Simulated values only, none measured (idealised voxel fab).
process module | voxel self aligned contacts
cross-section cut | 275 nm wide | cells 5 nm
A cross-section is a grid of square cells, given in bands from the top down. A band is one or more rows of cells.
Each band's line starts with the height of the band's top and of its bottom, in nm. Then come its materials from left to right, each with its width in nm. One material with "throughout" fills the band from edge to edge. "air" is empty space.
Height 0 is the level under which the wafer as received is all one material. The lowest band goes on downwards, as in "0 down".
A width such as "30 to 40" changes by the same amount from each row of cells to the next, from the band's top row to its bottom row.
"no change" after a step means that no cell of the cross-section changed.
closed voids: empty space of 8 cells or more with no open way to the top, each as width x height at its distance from the left edge, in nm
after a step's settings: what the simulator itself notes on the step
overlay nm, on a step with a mask: how far to the right of its planned place the mask lay; to the left if negative
plan
1 op RECEIVE | material Si
2 op OXIDIZE | depth nm 5
3 op DIRECTIONAL_DEP | material polySi | thk nm 30
4 op DIRECTIONAL_DEP | material SiN | thk nm 20
5 op PATTERN | tone cover | mask id GATE | material resist | width nm 35 | pitch nm 70 | thk nm 20 | overlay nm 0
6 op DIRECTIONAL_ETCH | etch materials SiN | depth nm 20
7 op DIRECTIONAL_ETCH | etch materials polySi | depth nm 30
8 op STRIP | etch materials resist
9 op CONFORMAL_DEP | material SiN | thk nm 5
10 op DIRECTIONAL_ETCH | etch materials SiN | depth nm 5
11 op FILL_DEP | material SiO2 | thk nm 15
12 op CMP | height nm 60
13 op PATTERN | tone open | mask id CONTACT | material resist | width nm 55 | pitch nm 70 | thk nm 20 | overlay nm 0
14 op DIRECTIONAL_ETCH | etch materials SiO2 | depth nm 65
15 op STRIP | etch materials resist
16 op CONFORMAL_DEP | material TiN | thk nm 5
17 op FILL_DEP | material W | thk nm 5
18 op CMP | height nm 60
19 op CONFORMAL_DEP | material SiN | thk nm 5
as received, after step 1
  0 down: Si throughout
  closed voids: none
first wafer at the end, as planned
  65 to 60: SiN throughout
  60 to 50: SiO2 75 | TiN 5 to 20 | W 45 to 15 | TiN 5 to 20 | SiO2 15 | TiN 5 to 20 | W 45 to 15 | TiN 5 to 20 | SiO2 75
  50 to 30: SiO2 45 | SiN 45 | TiN 5 | W 15 | TiN 5 | SiN 45 | TiN 5 | W 15 | TiN 5 | SiN 45 | SiO2 45
  30 to 0: SiO2 45 | SiN 5 | polySi 35 | SiN 5 | TiN 5 | W 15 | TiN 5 | SiN 5 | polySi 35 | SiN 5 | TiN 5 | W 15 | TiN 5 | SiN 5 | polySi 35 | SiN 5 | SiO2 45
  0 to -5: SiO2 90 | TiN 25 | SiO2 45 | TiN 25 | SiO2 90
  -5 down: Si throughout
  closed voids: none
second wafer at the end: like start, like plan, one mistake
  65 to 60: SiN throughout
  60 to 50: SiO2 65 | TiN 5 to 30 | W 45 to 15 | TiN 5 to 10 | SiO2 15 | TiN 5 to 30 | W 45 to 15 | TiN 5 to 10 | SiO2 85
  50 to 30: SiO2 45 | SiN 45 | TiN 5 | W 15 | TiN 5 | SiN 45 | TiN 5 | W 15 | TiN 5 | SiN 45 | SiO2 45
  30 to 0: SiO2 45 | SiN 5 | polySi 35 | SiN 5 | TiN 5 | W 15 | TiN 5 | SiN 5 | polySi 35 | SiN 5 | TiN 5 | W 15 | TiN 5 | SiN 5 | polySi 35 | SiN 5 | SiO2 45
  0 to -5: SiO2 90 | TiN 25 | SiO2 45 | TiN 25 | SiO2 90
  -5 down: Si throughout
  closed voids: none
what went wrong: step 13 ran as: op PATTERN | tone open | mask id CONTACT | material resist | width nm 55 | pitch nm 70 | thk nm 20 | overlay nm -10
at the end the second wafer has, in cells: as many of each material as the first, in other places
